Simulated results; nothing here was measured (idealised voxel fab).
A process module follows: voxel wiring stack.
Each square cell in cross-section cut measures 5 nm, and the section as a whole is 260 nm wide.
A cross-section is written here as square cells arranged in a grid, and it is given in bands from the top down, each band taking up one or more rows of cells.
Basically the band line says how high the top is and how high the bottom is, in nm, and then what's in it from left to right, every material with its width in nm. Empty space shows up as "air", and if a single material carries "edge to edge" it runs the full band edge to edge.
Convention: height 0 is the level below which the wafer, as received, is all one material. The lowest band does not terminate at the bottom but continues downward, represented as "0 nm and below".
Quick explanation for "30..40": the width changes in equal steps down the rows of cells, from the first number in the band's top row to the second number in its bottom row.
Given "no modification" for a step, no cell of the cross-section differs between before and after that step.
Voids not open to the top, 8 cells minimum: see "Fully closed voids". Written width x height at distance; distance is from the left edge; nm.
Formally, on a step line, whatever follows the settings is a remark that the simulator itself makes on the step.
A step line may carry the setting "overlay nm", which, for steps involving a mask, states the distance by which the mask lay to the right of its intended position; negative values denote displacement to the left.

## Process steps - plan
1. RECEIVE [material Si]
2. CONFORMAL_DEP [material SiO2] [thk nm 10]
3. DIRECTIONAL_DEP [material TiN] [thk nm 5]
4. DIRECTIONAL_DEP [material Ru] [thk nm 20]
5. PATTERN [tone cover] [mask id METAL_1] [material resist] [width nm 30] [pitch nm 50] [thk nm 20] [overlay nm -15]
6. DIRECTIONAL_ETCH [etch materials Ru] [depth nm 20]
7. DIRECTIONAL_ETCH [etch materials TiN] [depth nm 5]
8. STRIP [etch materials resist]
9. FILL_DEP [material SiO2] [thk nm 5]
10. CMP [height nm 35]
11. CONFORMAL_DEP [material SiCN] [thk nm 5]
12. DIRECTIONAL_DEP [material SiO2] [thk nm 10]
13. DIRECTIONAL_DEP [material aC] [thk nm 10]
14. PATTERN [tone open] [mask id PLUG_1] [material resist] [width nm 15] [pitch nm 50] [thk nm 25] [overlay nm 0]
15. DIRECTIONAL_ETCH [etch materials aC] [depth nm 10]
16. STRIP [etch materials resist]
17. DIRECTIONAL_ETCH [etch materials SiO2] [depth nm 10]
18. DIRECTIONAL_ETCH [etch materials SiCN] [depth nm 5]
19. STRIP [etch materials aC]
20. EPI [material Ru] [thk nm 10]
21. EPI [material Ru] [thk nm 5]
22. DIRECTIONAL_DEP [material TiN] [thk nm 5]
23. DIRECTIONAL_DEP [material Ru] [thk nm 25]
24. DIRECTIONAL_DEP [material aC] [thk nm 10]
25. PATTERN [tone cover] [mask id METAL_2] [material resist] [width nm 30] [pitch nm 50] [thk nm 30] [overlay nm 0]
26. DIRECTIONAL_ETCH [etch materials aC] [depth nm 10]
27. STRIP [etch materials resist]
28. DIRECTIONAL_ETCH [etch materials Ru] [depth nm 25]
29. DIRECTIONAL_ETCH [etch materials TiN] [depth nm 5]
30. STRIP [etch materials aC]
31. FILL_DEP [material SiO2] [thk nm 10]
32. CMP [height nm 80]
33. CONFORMAL_DEP [material SiCN] [thk nm 5]
34. DIRECTIONAL_DEP [material lowk] [thk nm 25]
35. DIRECTIONAL_DEP [material aC] [thk nm 15]
36. PATTERN [tone open] [mask id METAL_3_HOLES] [material resist] [width nm 15] [pitch nm 50] [thk nm 35] [overlay nm 0]
37. DIRECTIONAL_ETCH [etch materials aC] [depth nm 15]
38. STRIP [etch materials resist]
39. DIRECTIONAL_ETCH [etch materials lowk] [depth nm 25]
40. STRIP [etch materials aC]
41. DIRECTIONAL_DEP [material aC] [thk nm 10]
42. PATTERN [tone open] [mask id METAL_3] [material resist] [width nm 30] [pitch nm 50] [thk nm 25] [overlay nm 0]
43. DIRECTIONAL_ETCH [etch materials aC] [depth nm 10]
44. STRIP [etch materials resist]
45. DIRECTIONAL_ETCH [etch materials lowk] [depth nm 15]
46. DIRECTIONAL_ETCH [etch materials SiCN] [depth nm 5]
47. STRIP [etch materials aC]
48. CONFORMAL_DEP [material TiN] [thk nm 5]
49. FILL_DEP [material Cu] [thk nm 5]
50. CMP [height nm 110]
51. CONFORMAL_DEP [material SiCN] [thk nm 5]
52. DIRECTIONAL_DEP [material SiO2] [thk nm 15]
53. DIRECTIONAL_DEP [material aC] [thk nm 10]
54. PATTERN [tone open] [mask id PLUG_3] [material resist] [width nm 15] [pitch nm 50] [thk nm 25] [overlay nm 0]
55. DIRECTIONAL_ETCH [etch materials aC] [depth nm 10]
56. STRIP [etch materials resist]
57. DIRECTIONAL_ETCH [etch materials SiO2] [depth nm 15]
58. DIRECTIONAL_ETCH [etch materials SiCN] [depth nm 5]
59. STRIP [etch materials aC]
60. EPI [material Ru] [thk nm 10]
61. EPI [material Ru] [thk nm 10]
62. DIRECTIONAL_DEP [material TiN] [thk nm 5]
63. DIRECTIONAL_DEP [material Ru] [thk nm 20]
64. MASKED_ETCH [tone cover] [mask id METAL_4] [width nm 30] [pitch nm 50] [etch materials Ru] [depth nm 20] [overlay nm 0]
65. MASKED_ETCH [tone cover] [mask id METAL_4] [width nm 30] [pitch nm 50] [etch materials TiN] [depth nm 5] [overlay nm 0]
66. FILL_DEP [material SiO2] [thk nm 5]
67. CMP [height nm 155]
68. CONFORMAL_DEP [material SiCN] [thk nm 5]
Across this set of wafers, the varied parameter is the overlay nm of step 5. Starting conditions are identical for every wafer, and the plan reports the value assigned to the first wafer.

## Incoming state of the first of several wafers in cross-section: after step 1
	0 nm and below | Si edge to edge
	Fully closed voids: none

## Module finished, last step 68 done: cross-section of the first of several wafers
	160 nm to 155 nm | SiCN edge to edge
	155 nm to 135 nm | 40 nm SiO2 | 30 nm Ru | 20 nm SiO2 | 30 nm Ru | 20 nm SiO2 | 30 nm Ru | 20 nm SiO2 | 30 nm Ru | 40 nm SiO2
	135 nm to 130 nm | 40 nm SiO2 | 30 nm TiN | 20 nm SiO2 | 30 nm TiN | 20 nm SiO2 | 30 nm TiN | 20 nm SiO2 | 30 nm TiN | 40 nm SiO2
	130 nm to 115 nm | 40 nm SiO2 | 15 nm Ru | 35 nm SiO2 | 15 nm Ru | 35 nm SiO2 | 15 nm Ru | 35 nm SiO2 | 15 nm Ru | 55 nm SiO2
	115 nm to 110 nm | 40 nm SiCN | 15 nm Ru | 35 nm SiCN | 15 nm Ru | 35 nm SiCN | 15 nm Ru | 35 nm SiCN | 15 nm Ru | 55 nm SiCN
	110 nm to 100 nm | 40 nm lowk | 5 nm TiN | 20 nm Cu | 5 nm TiN | 20 nm lowk | 5 nm TiN | 20 nm Cu | 5 nm TiN | 20 nm lowk | 5 nm TiN | 20 nm Cu | 5 nm TiN | 20 nm lowk | 5 nm TiN | 20 nm Cu | 5 nm TiN | 40 nm lowk
	100 nm to 95 nm | 40 nm lowk | 5 nm TiN | 5 nm Cu | 20 nm TiN | 20 nm lowk | 5 nm TiN | 5 nm Cu | 20 nm TiN | 20 nm lowk | 5 nm TiN | 5 nm Cu | 20 nm TiN | 20 nm lowk | 5 nm TiN | 5 nm Cu | 20 nm TiN | 40 nm lowk
	95 nm to 85 nm | 40 nm lowk | 5 nm TiN | 5 nm Cu | 5 nm TiN | 35 nm lowk | 5 nm TiN | 5 nm Cu | 5 nm TiN | 35 nm lowk | 5 nm TiN | 5 nm Cu | 5 nm TiN | 35 nm lowk | 5 nm TiN | 5 nm Cu | 5 nm TiN | 55 nm lowk
	85 nm to 80 nm | 40 nm SiCN | 15 nm TiN | 35 nm SiCN | 15 nm TiN | 35 nm SiCN | 15 nm TiN | 35 nm SiCN | 15 nm TiN | 55 nm SiCN
	80 nm to 55 nm | 40 nm SiO2 | 30 nm Ru | 20 nm SiO2 | 30 nm Ru | 20 nm SiO2 | 30 nm Ru | 20 nm SiO2 | 30 nm Ru | 40 nm SiO2
	55 nm to 50 nm | 40 nm SiO2 | 30 nm TiN | 20 nm SiO2 | 30 nm TiN | 20 nm SiO2 | 30 nm TiN | 20 nm SiO2 | 30 nm TiN | 40 nm SiO2
	50 nm to 40 nm | 40 nm SiO2 | 15 nm Ru | 35 nm SiO2 | 15 nm Ru | 35 nm SiO2 | 15 nm Ru | 35 nm SiO2 | 15 nm Ru | 55 nm SiO2
	40 nm to 35 nm | 40 nm SiCN | 15 nm Ru | 35 nm SiCN | 15 nm Ru | 35 nm SiCN | 15 nm Ru | 35 nm SiCN | 15 nm Ru | 55 nm SiCN
	35 nm to 15 nm | 25 nm SiO2 | 30 nm Ru | 20 nm SiO2 | 30 nm Ru | 20 nm SiO2 | 30 nm Ru | 20 nm SiO2 | 30 nm Ru | 55 nm SiO2
	15 nm to 10 nm | 25 nm SiO2 | 30 nm TiN | 20 nm SiO2 | 30 nm TiN | 20 nm SiO2 | 30 nm TiN | 20 nm SiO2 | 30 nm TiN | 55 nm SiO2
	10 nm to 0 nm | SiO2 edge to edge
	0 nm and below | Si edge to edge
	Fully closed voids: none

## The module's end: a cross-section of the last wafer
	160 nm to 155 nm | SiCN edge to edge
	155 nm to 135 nm | 40 nm SiO2 | 30 nm Ru | 20 nm SiO2 | 30 nm Ru | 20 nm SiO2 | 30 nm Ru | 20 nm SiO2 | 30 nm Ru | 40 nm SiO2
	135 nm to 130 nm | 40 nm SiO2 | 30 nm TiN | 20 nm SiO2 | 30 nm TiN | 20 nm SiO2 | 30 nm TiN | 20 nm SiO2 | 30 nm TiN | 40 nm SiO2
	130 nm to 115 nm | 40 nm SiO2 | 15 nm Ru | 35 nm SiO2 | 15 nm Ru | 35 nm SiO2 | 15 nm Ru | 35 nm SiO2 | 15 nm Ru | 55 nm SiO2
	115 nm to 110 nm | 40 nm SiCN | 15 nm Ru | 35 nm SiCN | 15 nm Ru | 35 nm SiCN | 15 nm Ru | 35 nm SiCN | 15 nm Ru | 55 nm SiCN
	110 nm to 100 nm | 40 nm lowk | 5 nm TiN | 20 nm Cu | 5 nm TiN | 20 nm lowk | 5 nm TiN | 20 nm Cu | 5 nm TiN | 20 nm lowk | 5 nm TiN | 20 nm Cu | 5 nm TiN | 20 nm lowk | 5 nm TiN | 20 nm Cu | 5 nm TiN | 40 nm lowk
	100 nm to 95 nm | 40 nm lowk | 5 nm TiN | 5 nm Cu | 20 nm TiN | 20 nm lowk | 5 nm TiN | 5 nm Cu | 20 nm TiN | 20 nm lowk | 5 nm TiN | 5 nm Cu | 20 nm TiN | 20 nm lowk | 5 nm TiN | 5 nm Cu | 20 nm TiN | 40 nm lowk
	95 nm to 85 nm | 40 nm lowk | 5 nm TiN | 5 nm Cu | 5 nm TiN | 35 nm lowk | 5 nm TiN | 5 nm Cu | 5 nm TiN | 35 nm lowk | 5 nm TiN | 5 nm Cu | 5 nm TiN | 35 nm lowk | 5 nm TiN | 5 nm Cu | 5 nm TiN | 55 nm lowk
	85 nm to 80 nm | 40 nm SiCN | 15 nm TiN | 35 nm SiCN | 15 nm TiN | 35 nm SiCN | 15 nm TiN | 35 nm SiCN | 15 nm TiN | 55 nm SiCN
	80 nm to 65 nm | 55 nm SiO2 | 15 nm Ru | 35 nm SiO2 | 15 nm Ru | 35 nm SiO2 | 15 nm Ru | 35 nm SiO2 | 15 nm Ru | 40 nm SiO2
	65 nm to 55 nm | 40 nm SiO2 | 30 nm Ru | 20 nm SiO2 | 30 nm Ru | 20 nm SiO2 | 30 nm Ru | 20 nm SiO2 | 30 nm Ru | 40 nm SiO2
	55 nm to 50 nm | 40 nm SiO2 | 15 nm Ru | 15 nm TiN | 20 nm SiO2 | 15 nm Ru | 15 nm TiN | 20 nm SiO2 | 15 nm Ru | 15 nm TiN | 20 nm SiO2 | 15 nm Ru | 15 nm TiN | 40 nm SiO2
	50 nm to 40 nm | 40 nm SiO2 | 15 nm Ru | 35 nm SiO2 | 15 nm Ru | 35 nm SiO2 | 15 nm Ru | 35 nm SiO2 | 15 nm Ru | 55 nm SiO2
	40 nm to 35 nm | 40 nm SiCN | 15 nm TiN | 35 nm SiCN | 15 nm TiN | 35 nm SiCN | 15 nm TiN | 35 nm SiCN | 15 nm TiN | 55 nm SiCN
	35 nm to 15 nm | 55 nm SiO2 | 30 nm Ru | 20 nm SiO2 | 30 nm Ru | 20 nm SiO2 | 30 nm Ru | 20 nm SiO2 | 30 nm Ru | 25 nm SiO2
	15 nm to 10 nm | 55 nm SiO2 | 30 nm TiN | 20 nm SiO2 | 30 nm TiN | 20 nm SiO2 | 30 nm TiN | 20 nm SiO2 | 30 nm TiN | 25 nm SiO2
	10 nm to 0 nm | SiO2 edge to edge
	0 nm and below | Si edge to edge
	Fully closed voids: none

## Note: the following table is arranged by wafer, a row apiece. Each row reports the end-of-module state: per material, cells gained (+) or cells lost (-) compared with the wafer as received; closed voids follow
overlay nm -15; +44 Cu; +396 Ru; +172 SiCN; +752 SiO2; +136 TiN; +164 lowk; Fully closed voids: none
overlay nm -10; +44 Cu; +396 Ru; +172 SiCN; +752 SiO2; +136 TiN; +164 lowk; Fully closed voids: none
overlay nm -5; +44 Cu; +396 Ru; +172 SiCN; +752 SiO2; +136 TiN; +164 lowk; Fully closed voids: none
overlay nm 0; +44 Cu; +396 Ru; +172 SiCN; +752 SiO2; +136 TiN; +164 lowk; Fully closed voids: none
overlay nm 5; +44 Cu; +396 Ru; +172 SiCN; +752 SiO2; +136 TiN; +164 lowk; Fully closed voids: none
overlay nm 10; +44 Cu; +396 Ru; +172 SiCN; +752 SiO2; +136 TiN; +164 lowk; Fully closed voids: none
overlay nm 15; +44 Cu; +360 Ru; +172 SiCN; +788 SiO2; +136 TiN; +164 lowk; Fully closed voids: none
